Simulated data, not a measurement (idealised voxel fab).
You're looking at the process module voxel wiring stack.
cross-section cut | 200 nm wide | cells 5 nm
For the purposes of this document, a cross-section shall be understood as a grid of square cells, specified as bands listed in top-to-bottom order, each band consisting of one or more rows of cells.
What a band's entry tells you: where the top is and where the bottom is, as heights in nm, and after that what lies inside, material by material from left to right, each with its width in nm. Empty space is written as the word "empty", and a single material marked with the word "full width" occupies the band from edge to edge.
The level at which height equals 0 is the one under which the wafer, as it arrives, is entirely one material. No lower edge exists for the bottom band, which continues downward and is notated as in "0 -> down".
Graded width ("30..40"): value in top row of band = first number; value in bottom row = second number; row-to-row change constant.
A step reported as "identical to before" is a step in which no cell of the cross-section changed.
"Voids, fully enclosed" enumerates empty spaces isolated from the top, with no open way to it, that contain at least 8 cells, giving each as width x height at distance from the left edge, all three in nm.
Formally, on a step line, whatever follows the settings is a remark that the simulator itself makes on the step.
What "overlay nm" on a step's line means: if the step has a mask, that mask lay this far to the right of its planned place, or, when the value is negative, to the left.

[plan]
1: RECEIVE,material Si
2: CONFORMAL_DEP,material SiO2,thk nm 15
3: CONFORMAL_DEP,material SiN,thk nm 5
4: DIRECTIONAL_DEP,material SiO2,thk nm 15
5: DIRECTIONAL_DEP,material aC,thk nm 15
6: PATTERN,tone open,mask id METAL_1,material resist,width nm 25,pitch nm 55,thk nm 30,overlay nm 0
7: DIRECTIONAL_ETCH,etch materials aC,depth nm 15
8: STRIP,etch materials resist
9: DIRECTIONAL_ETCH,etch materials SiO2,depth nm 15
10: DIRECTIONAL_ETCH,etch materials SiN,depth nm 5
11: STRIP,etch materials aC
12: CONFORMAL_DEP,material TiN,thk nm 5
13: FILL_DEP,material Cu,thk nm 5
14: CMP,height nm 35
15: EPI,material Ru,thk nm 5
16: FILL_DEP,material SiCN,thk nm 5
17: DIRECTIONAL_DEP,material lowk,thk nm 20
18: DIRECTIONAL_DEP,material aC,thk nm 15
19: PATTERN,tone open,mask id PLUG_1,material resist,width nm 15,pitch nm 110,thk nm 30,overlay nm 0
20: DIRECTIONAL_ETCH,etch materials aC,depth nm 15
21: STRIP,etch materials resist
22: DIRECTIONAL_ETCH,etch materials lowk,depth nm 20
23: DIRECTIONAL_ETCH,etch materials SiCN,depth nm 5
24: STRIP,etch materials aC
25: EPI,material Ru,thk nm 10
26: EPI,material Ru,thk nm 10
27: EPI,material Ru,thk nm 5
28: CONFORMAL_DEP,material SiN,thk nm 5
29: DIRECTIONAL_DEP,material lowk,thk nm 20
30: MASKED_ETCH,tone open,mask id METAL_2,width nm 25,pitch nm 55,etch materials lowk,depth nm 20,overlay nm 0
31: MASKED_ETCH,tone open,mask id METAL_2,width nm 25,pitch nm 55,etch materials SiN,depth nm 5,overlay nm 0
32: CONFORMAL_DEP,material TiN,thk nm 5
33: FILL_DEP,material Ru,thk nm 5
34: CMP,height nm 90
35: EPI,material Ru,thk nm 5
36: FILL_DEP,material SiCN,thk nm 5
37: DIRECTIONAL_DEP,material lowk,thk nm 30
38: PATTERN,tone open,mask id METAL_3_HOLES,material resist,width nm 15,pitch nm 110,thk nm 15,overlay nm 0
39: DIRECTIONAL_ETCH,etch materials lowk,depth nm 30
40: STRIP,etch materials resist
41: MASKED_ETCH,tone open,mask id METAL_3,width nm 25,pitch nm 55,etch materials lowk,depth nm 15,overlay nm 0
42: MASKED_ETCH,tone open,mask id METAL_3,width nm 25,pitch nm 55,etch materials SiCN,depth nm 5,overlay nm 0
43: CONFORMAL_DEP,material TiN,thk nm 5
44: FILL_DEP,material Cu,thk nm 10
45: CMP,height nm 130
46: CONFORMAL_DEP,material SiCN,thk nm 5
47: DIRECTIONAL_DEP,material SiO2,thk nm 20
48: MASKED_ETCH,tone open,mask id PLUG_3,width nm 15,pitch nm 110,etch materials SiO2,depth nm 20,overlay nm 0
49: MASKED_ETCH,tone open,mask id PLUG_3,width nm 15,pitch nm 110,etch materials SiCN,depth nm 5,overlay nm 0
50: EPI,material Ru,thk nm 10
51: EPI,material Ru,thk nm 10
52: EPI,material Ru,thk nm 5
53: CONFORMAL_DEP,material SiN,thk nm 5
54: DIRECTIONAL_DEP,material SiO2,thk nm 25
55: PATTERN,tone open,mask id METAL_4,material resist,width nm 25,pitch nm 55,thk nm 20,overlay nm 0
56: DIRECTIONAL_ETCH,etch materials SiO2,depth nm 25
57: DIRECTIONAL_ETCH,etch materials SiN,depth nm 5
58: STRIP,etch materials resist
59: CONFORMAL_DEP,material TiN,thk nm 5
60: FILL_DEP,material Cu,thk nm 5
61: CMP,height nm 185
62: CONFORMAL_DEP,material SiN,thk nm 5

[Delivered wafer in cross-section: state after step 1]
	0 -> down | Si full width
	Voids, fully enclosed: none

[End state of the module in cross-section, given the above starting point and plan and one mistake in execution]
	190 -> 185 | SiN full width
	185 -> 160 | 30 SiO2 | 5 TiN | 15 Cu | 5 TiN | 30 SiO2 | 5 TiN | 15 Cu | 5 TiN | 30 SiO2 | 5 TiN | 15 Cu | 5 TiN | 35 SiO2
	160 -> 155 | 30 SiN | 25 TiN | 30 SiN | 25 TiN | 30 SiN | 25 TiN | 35 SiN
	155 -> 135 | 30 SiO2 | 15 Ru | 95 SiO2 | 15 Ru | 45 SiO2
	135 -> 130 | 30 SiCN | 15 Ru | 95 SiCN | 15 Ru | 45 SiCN
	130 -> 125 | 20 Cu | 15 TiN | 15 Cu | 15 TiN | 10 Cu | 15 TiN | 15 Cu | 15 TiN | 10 Cu | 15 TiN | 15 Cu | 15 TiN | 25 Cu
	125 -> 120 | 25 TiN | 5 lowk | 5 TiN | 15 Cu | 5 TiN | 5 lowk | 20 TiN | 5 lowk | 5 TiN | 15 Cu | 5 TiN | 5 lowk | 20 TiN | 5 lowk | 5 TiN | 15 Cu | 5 TiN | 5 lowk | 30 TiN
	120 -> 115 | 30 lowk | 5 TiN | 15 Cu | 5 TiN | 30 lowk | 5 TiN | 15 Cu | 5 TiN | 30 lowk | 5 TiN | 15 Cu | 5 TiN | 35 lowk
	115 -> 110 | 30 lowk | 5 TiN | 5 Cu | 15 TiN | 30 lowk | 25 TiN | 30 lowk | 5 TiN | 5 Cu | 15 TiN | 35 lowk
	110 -> 100 | 30 lowk | 5 TiN | 5 Cu | 5 TiN | 95 lowk | 5 TiN | 5 Cu | 5 TiN | 45 lowk
	100 -> 95 | 30 lowk | 15 TiN | 95 lowk | 15 TiN | 45 lowk
	95 -> 90 | 25 lowk | 35 Ru | 20 lowk | 35 Ru | 20 lowk | 35 Ru | 30 lowk
	90 -> 70 | 30 lowk | 5 TiN | 15 Ru | 5 TiN | 30 lowk | 5 TiN | 15 Ru | 5 TiN | 30 lowk | 5 TiN | 15 Ru | 5 TiN | 35 lowk
	70 -> 65 | 30 SiN | 25 TiN | 30 SiN | 25 TiN | 30 SiN | 25 TiN | 35 SiN
	65 -> 45 | 30 lowk | 15 Ru | 95 lowk | 15 Ru | 45 lowk
	45 -> 40 | 30 SiCN | 15 Ru | 95 SiCN | 15 Ru | 45 SiCN
	40 -> 35 | 25 SiCN | 35 Ru | 20 SiCN | 35 Ru | 20 SiCN | 35 Ru | 30 SiCN
	35 -> 20 | 30 SiO2 | 5 TiN | 15 Cu | 5 TiN | 30 SiO2 | 5 TiN | 15 Cu | 5 TiN | 30 SiO2 | 5 TiN | 15 Cu | 5 TiN | 35 SiO2
	20 -> 15 | 30 SiN | 25 TiN | 30 SiN | 25 TiN | 30 SiN | 25 TiN | 35 SiN
	15 -> 0 | SiO2 full width
	0 -> down | Si full width
	Voids, fully enclosed: none
What broke from the plan during processing? step 36 of the plan did not run at all; it was left out
